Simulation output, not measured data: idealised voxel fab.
process module | voxel wiring stack
cross-section cut | 160 nm wide | cells 5 nm
A cross-section is a grid of square cells, given in bands from the top down. A band is one or more rows of cells.
Each band's line starts with the height of the band's top and of its bottom, in nm. Then come its materials from left to right, each with its width in nm. One material with "throughout" fills the band from edge to edge. "air" is empty space.
Height 0 is the level under which the wafer as received is all one material. The lowest band goes on downwards, as in "0 down".
A width such as "30 to 40" changes by the same amount from each row of cells to the next, from the band's top row to its bottom row.
"no change" after a step means that no cell of the cross-section changed.
closed voids: empty space of 8 cells or more with no open way to the top, each as width x height at its distance from the left edge, in nm
after a step's settings: what the simulator itself notes on the step
overlay nm, on a step with a mask: how far to the right of its planned place the mask lay; to the left if negative
plan
1 op RECEIVE | material Si
2 op CONFORMAL_DEP | material SiO2 | thk nm 15
3 op CONFORMAL_DEP | material SiN | thk nm 5
4 op DIRECTIONAL_DEP | material SiO2 | thk nm 25
5 op PATTERN | tone open | mask id METAL_1 | material resist | width nm 25 | pitch nm 45 | thk nm 15 | overlay nm 0
6 op DIRECTIONAL_ETCH | etch materials SiO2 | depth nm 25
7 op DIRECTIONAL_ETCH | etch materials SiN | depth nm 5
8 op STRIP | etch materials resist
9 op CONFORMAL_DEP | material TiN | thk nm 5
10 op FILL_DEP | material W | thk nm 5
11 op CMP | height nm 45
12 op CONFORMAL_DEP | material SiCN | thk nm 5
13 op DIRECTIONAL_DEP | material SiO2 | thk nm 30
14 op DIRECTIONAL_DEP | material aC | thk nm 10
15 op PATTERN | tone open | mask id METAL_2_HOLES | material resist | width nm 15 | pitch nm 90 | thk nm 30 | overlay nm 0
16 op DIRECTIONAL_ETCH | etch materials aC | depth nm 10
17 op STRIP | etch materials resist
18 op DIRECTIONAL_ETCH | etch materials SiO2 | depth nm 30
19 op STRIP | etch materials aC
20 op DIRECTIONAL_DEP | material aC | thk nm 15
21 op PATTERN | tone open | mask id METAL_2 | material resist | width nm 25 | pitch nm 45 | thk nm 35 | overlay nm 0
22 op DIRECTIONAL_ETCH | etch materials aC | depth nm 15
23 op STRIP | etch materials resist
24 op DIRECTIONAL_ETCH | etch materials SiO2 | depth nm 15
25 op DIRECTIONAL_ETCH | etch materials SiCN | depth nm 5
26 op STRIP | etch materials aC
27 op CONFORMAL_DEP | material TiN | thk nm 5
28 op FILL_DEP | material Cu | thk nm 10
29 op CMP | height nm 80
30 op CONFORMAL_DEP | material SiCN | thk nm 5
first wafer, as planned
as received, after step 1
  0 down: Si throughout
  closed voids: none
after step 2
  15 to 0: SiO2 throughout
  below 0: unchanged
after step 3
  20 to 15: SiN throughout
  below 15: unchanged
after step 4
  45 to 20: SiO2 throughout
  below 20: unchanged
after step 5
  60 to 45: resist 20 | air 25 | resist 20 | air 25 | resist 20 | air 25 | resist 25
  below 45: unchanged
after step 6
  60 to 45: resist 20 | air 25 | resist 20 | air 25 | resist 20 | air 25 | resist 25
  45 to 20: SiO2 20 | air 25 | SiO2 20 | air 25 | SiO2 20 | air 25 | SiO2 25
  below 20: unchanged
after step 7
  60 to 45: resist 20 | air 25 | resist 20 | air 25 | resist 20 | air 25 | resist 25
  45 to 20: SiO2 20 | air 25 | SiO2 20 | air 25 | SiO2 20 | air 25 | SiO2 25
  20 to 15: SiN 20 | air 25 | SiN 20 | air 25 | SiN 20 | air 25 | SiN 25
  below 15: unchanged
after step 8
  45 to 20: SiO2 20 | air 25 | SiO2 20 | air 25 | SiO2 20 | air 25 | SiO2 25
  below 20: unchanged
after step 9
  50 to 45: TiN 25 | air 15 | TiN 30 | air 15 | TiN 30 | air 15 | TiN 30
  45 to 20: SiO2 20 | TiN 5 | air 15 | TiN 5 | SiO2 20 | TiN 5 | air 15 | TiN 5 | SiO2 20 | TiN 5 | air 15 | TiN 5 | SiO2 25
  20 to 15: SiN 20 | TiN 25 | SiN 20 | TiN 25 | SiN 20 | TiN 25 | SiN 25
  below 15: unchanged
after step 10
  55 to 50: W throughout
  50 to 45: TiN 25 | W 15 | TiN 30 | W 15 | TiN 30 | W 15 | TiN 30
  45 to 20: SiO2 20 | TiN 5 | W 15 | TiN 5 | SiO2 20 | TiN 5 | W 15 | TiN 5 | SiO2 20 | TiN 5 | W 15 | TiN 5 | SiO2 25
  below 20: unchanged
after step 11
  45 to 20: SiO2 20 | TiN 5 | W 15 | TiN 5 | SiO2 20 | TiN 5 | W 15 | TiN 5 | SiO2 20 | TiN 5 | W 15 | TiN 5 | SiO2 25
  below 20: unchanged
after step 12
  50 to 45: SiCN throughout
  below 45: unchanged
after step 13
  80 to 50: SiO2 throughout
  below 50: unchanged
after step 14
  90 to 80: aC throughout
  below 80: unchanged
after step 15
  120 to 90: resist 20 | air 15 | resist 75 | air 15 | resist 35
  below 90: unchanged
after step 16
  110 to 90: resist 20 | air 15 | resist 75 | air 15 | resist 35
  90 to 80: aC 20 | air 15 | aC 75 | air 15 | aC 35
  below 80: unchanged
after step 17
  90 to 80: aC 20 | air 15 | aC 75 | air 15 | aC 35
  below 80: unchanged
after step 18
  90 to 80: aC 20 | air 15 | aC 75 | air 15 | aC 35
  80 to 50: SiO2 20 | air 15 | SiO2 75 | air 15 | SiO2 35
  below 50: unchanged
after step 19
  80 to 50: SiO2 20 | air 15 | SiO2 75 | air 15 | SiO2 35
  below 50: unchanged
after step 20
  95 to 80: aC 20 | air 15 | aC 75 | air 15 | aC 35
  80 to 65: SiO2 20 | air 15 | SiO2 75 | air 15 | SiO2 35
  65 to 50: SiO2 20 | aC 15 | SiO2 75 | aC 15 | SiO2 35
  below 50: unchanged
after step 21
  130 to 95: resist 20 | air 25 | resist 20 | air 25 | resist 20 | air 25 | resist 25
  below 95: unchanged
after step 22
  115 to 95: resist 20 | air 25 | resist 20 | air 25 | resist 20 | air 25 | resist 25
  95 to 80: aC 20 | air 25 | aC 20 | air 25 | aC 20 | air 25 | aC 25
  80 to 50: SiO2 20 | air 15 | SiO2 75 | air 15 | SiO2 35
  below 50: unchanged
after step 23
  95 to 80: aC 20 | air 25 | aC 20 | air 25 | aC 20 | air 25 | aC 25
  below 80: unchanged
after step 24
  95 to 80: aC 20 | air 25 | aC 20 | air 25 | aC 20 | air 25 | aC 25
  80 to 65: SiO2 20 | air 25 | SiO2 20 | air 25 | SiO2 20 | air 25 | SiO2 25
  below 65: unchanged
after step 25
  95 to 80: aC 20 | air 25 | aC 20 | air 25 | aC 20 | air 25 | aC 25
  80 to 65: SiO2 20 | air 25 | SiO2 20 | air 25 | SiO2 20 | air 25 | SiO2 25
  65 to 50: SiO2 20 | air 15 | SiO2 75 | air 15 | SiO2 35
  50 to 45: SiCN 20 | air 15 | SiCN 75 | air 15 | SiCN 35
  below 45: unchanged
after step 26
  80 to 65: SiO2 20 | air 25 | SiO2 20 | air 25 | SiO2 20 | air 25 | SiO2 25
  below 65: unchanged
after step 27
  85 to 80: TiN 25 | air 15 | TiN 30 | air 15 | TiN 30 | air 15 | TiN 30
  80 to 70: SiO2 20 | TiN 5 | air 15 | TiN 5 | SiO2 20 | TiN 5 | air 15 | TiN 5 | SiO2 20 | TiN 5 | air 15 | TiN 5 | SiO2 25
  70 to 65: SiO2 20 | TiN 5 | air 5 | TiN 15 | SiO2 20 | TiN 25 | SiO2 20 | TiN 5 | air 5 | TiN 15 | SiO2 25
  65 to 50: SiO2 20 | TiN 5 | air 5 | TiN 5 | SiO2 75 | TiN 5 | air 5 | TiN 5 | SiO2 35
  50 to 45: SiCN 20 | TiN 15 | SiCN 75 | TiN 15 | SiCN 35
  below 45: unchanged
after step 28
  95 to 85: Cu throughout
  85 to 80: TiN 25 | Cu 15 | TiN 30 | Cu 15 | TiN 30 | Cu 15 | TiN 30
  80 to 70: SiO2 20 | TiN 5 | Cu 15 | TiN 5 | SiO2 20 | TiN 5 | Cu 15 | TiN 5 | SiO2 20 | TiN 5 | Cu 15 | TiN 5 | SiO2 25
  70 to 65: SiO2 20 | TiN 5 | Cu 5 | TiN 15 | SiO2 20 | TiN 25 | SiO2 20 | TiN 5 | Cu 5 | TiN 15 | SiO2 25
  65 to 50: SiO2 20 | TiN 5 | Cu 5 | TiN 5 | SiO2 75 | TiN 5 | Cu 5 | TiN 5 | SiO2 35
  below 50: unchanged
after step 29
  80 to 70: SiO2 20 | TiN 5 | Cu 15 | TiN 5 | SiO2 20 | TiN 5 | Cu 15 | TiN 5 | SiO2 20 | TiN 5 | Cu 15 | TiN 5 | SiO2 25
  below 70: unchanged
after step 30
  85 to 80: SiCN throughout
  below 80: unchanged
second wafer: like start, like plan, one mistake. Through step 4 it matches the first wafer
when step 5 should have ended
  60 to 45: air 20 | resist 25 | air 20 | resist 25 | air 20 | resist 25 | air 25
  below 45: unchanged
when step 6 should have ended
  60 to 45: air 20 | resist 25 | air 20 | resist 25 | air 20 | resist 25 | air 25
  45 to 20: air 20 | SiO2 25 | air 20 | SiO2 25 | air 20 | SiO2 25 | air 25
  below 20: unchanged
when step 7 should have ended
  60 to 45: air 20 | resist 25 | air 20 | resist 25 | air 20 | resist 25 | air 25
  45 to 20: air 20 | SiO2 25 | air 20 | SiO2 25 | air 20 | SiO2 25 | air 25
  20 to 15: air 20 | SiN 25 | air 20 | SiN 25 | air 20 | SiN 25 | air 25
  below 15: unchanged
when step 8 should have ended
  45 to 20: air 20 | SiO2 25 | air 20 | SiO2 25 | air 20 | SiO2 25 | air 25
  below 20: unchanged
when step 9 should have ended
  50 to 45: air 15 | TiN 35 | air 10 | TiN 35 | air 10 | TiN 35 | air 20
  45 to 20: air 15 | TiN 5 | SiO2 25 | TiN 5 | air 10 | TiN 5 | SiO2 25 | TiN 5 | air 10 | TiN 5 | SiO2 25 | TiN 5 | air 20
  20 to 15: TiN 20 | SiN 25 | TiN 20 | SiN 25 | TiN 20 | SiN 25 | TiN 25
  below 15: unchanged
when step 10 should have ended
  55 to 50: W throughout
  50 to 45: W 15 | TiN 35 | W 10 | TiN 35 | W 10 | TiN 35 | W 20
  45 to 20: W 15 | TiN 5 | SiO2 25 | TiN 5 | W 10 | TiN 5 | SiO2 25 | TiN 5 | W 10 | TiN 5 | SiO2 25 | TiN 5 | W 20
  below 20: unchanged
when step 11 should have ended
  45 to 20: W 15 | TiN 5 | SiO2 25 | TiN 5 | W 10 | TiN 5 | SiO2 25 | TiN 5 | W 10 | TiN 5 | SiO2 25 | TiN 5 | W 20
  below 20: unchanged
when step 12 should have ended
  50 to 45: SiCN throughout
  below 45: unchanged
when step 13 should have ended
  80 to 50: SiO2 throughout
  below 50: unchanged
when step 14 should have ended
  90 to 80: aC throughout
  below 80: unchanged
when step 15 should have ended
  120 to 90: resist 20 | air 15 | resist 75 | air 15 | resist 35
  below 90: unchanged
when step 16 should have ended
  110 to 90: resist 20 | air 15 | resist 75 | air 15 | resist 35
  90 to 80: aC 20 | air 15 | aC 75 | air 15 | aC 35
  below 80: unchanged
when step 17 should have ended
  90 to 80: aC 20 | air 15 | aC 75 | air 15 | aC 35
  below 80: unchanged
when step 18 should have ended
  90 to 80: aC 20 | air 15 | aC 75 | air 15 | aC 35
  80 to 50: SiO2 20 | air 15 | SiO2 75 | air 15 | SiO2 35
  below 50: unchanged
when step 19 should have ended
  80 to 50: SiO2 20 | air 15 | SiO2 75 | air 15 | SiO2 35
  below 50: unchanged
when step 20 should have ended
  95 to 80: aC 20 | air 15 | aC 75 | air 15 | aC 35
  80 to 65: SiO2 20 | air 15 | SiO2 75 | air 15 | SiO2 35
  65 to 50: SiO2 20 | aC 15 | SiO2 75 | aC 15 | SiO2 35
  below 50: unchanged
when step 21 should have ended
  130 to 95: resist 20 | air 25 | resist 20 | air 25 | resist 20 | air 25 | resist 25
  below 95: unchanged
when step 22 should have ended
  115 to 95: resist 20 | air 25 | resist 20 | air 25 | resist 20 | air 25 | resist 25
  95 to 80: aC 20 | air 25 | aC 20 | air 25 | aC 20 | air 25 | aC 25
  80 to 50: SiO2 20 | air 15 | SiO2 75 | air 15 | SiO2 35
  below 50: unchanged
when step 23 should have ended
  95 to 80: aC 20 | air 25 | aC 20 | air 25 | aC 20 | air 25 | aC 25
  below 80: unchanged
when step 24 should have ended
  95 to 80: aC 20 | air 25 | aC 20 | air 25 | aC 20 | air 25 | aC 25
  80 to 65: SiO2 20 | air 25 | SiO2 20 | air 25 | SiO2 20 | air 25 | SiO2 25
  below 65: unchanged
when step 25 should have ended
  95 to 80: aC 20 | air 25 | aC 20 | air 25 | aC 20 | air 25 | aC 25
  80 to 65: SiO2 20 | air 25 | SiO2 20 | air 25 | SiO2 20 | air 25 | SiO2 25
  65 to 50: SiO2 20 | air 15 | SiO2 75 | air 15 | SiO2 35
  50 to 45: SiCN 20 | air 15 | SiCN 75 | air 15 | SiCN 35
  below 45: unchanged
when step 26 should have ended
  80 to 65: SiO2 20 | air 25 | SiO2 20 | air 25 | SiO2 20 | air 25 | SiO2 25
  below 65: unchanged
when step 27 should have ended
  85 to 80: TiN 25 | air 15 | TiN 30 | air 15 | TiN 30 | air 15 | TiN 30
  80 to 70: SiO2 20 | TiN 5 | air 15 | TiN 5 | SiO2 20 | TiN 5 | air 15 | TiN 5 | SiO2 20 | TiN 5 | air 15 | TiN 5 | SiO2 25
  70 to 65: SiO2 20 | TiN 5 | air 5 | TiN 15 | SiO2 20 | TiN 25 | SiO2 20 | TiN 5 | air 5 | TiN 15 | SiO2 25
  65 to 50: SiO2 20 | TiN 5 | air 5 | TiN 5 | SiO2 75 | TiN 5 | air 5 | TiN 5 | SiO2 35
  50 to 45: SiCN 20 | TiN 15 | SiCN 75 | TiN 15 | SiCN 35
  below 45: unchanged
when step 28 should have ended
  95 to 85: Cu throughout
  85 to 80: TiN 25 | Cu 15 | TiN 30 | Cu 15 | TiN 30 | Cu 15 | TiN 30
  80 to 70: SiO2 20 | TiN 5 | Cu 15 | TiN 5 | SiO2 20 | TiN 5 | Cu 15 | TiN 5 | SiO2 20 | TiN 5 | Cu 15 | TiN 5 | SiO2 25
  70 to 65: SiO2 20 | TiN 5 | Cu 5 | TiN 15 | SiO2 20 | TiN 25 | SiO2 20 | TiN 5 | Cu 5 | TiN 15 | SiO2 25
  65 to 50: SiO2 20 | TiN 5 | Cu 5 | TiN 5 | SiO2 75 | TiN 5 | Cu 5 | TiN 5 | SiO2 35
  below 50: unchanged
when step 29 should have ended
  80 to 70: SiO2 20 | TiN 5 | Cu 15 | TiN 5 | SiO2 20 | TiN 5 | Cu 15 | TiN 5 | SiO2 20 | TiN 5 | Cu 15 | TiN 5 | SiO2 25
  below 70: unchanged
when step 30 should have ended
  85 to 80: SiCN throughout
  below 80: unchanged
what went wrong: step 5 ran as: op PATTERN | tone cover | mask id METAL_1 | material resist | width nm 25 | pitch nm 45 | thk nm 15 | overlay nm 0
at the end the second wafer has, in cells: 2 fewer of SiN | 10 fewer of SiO2 | 2 more of TiN | 10 more of W
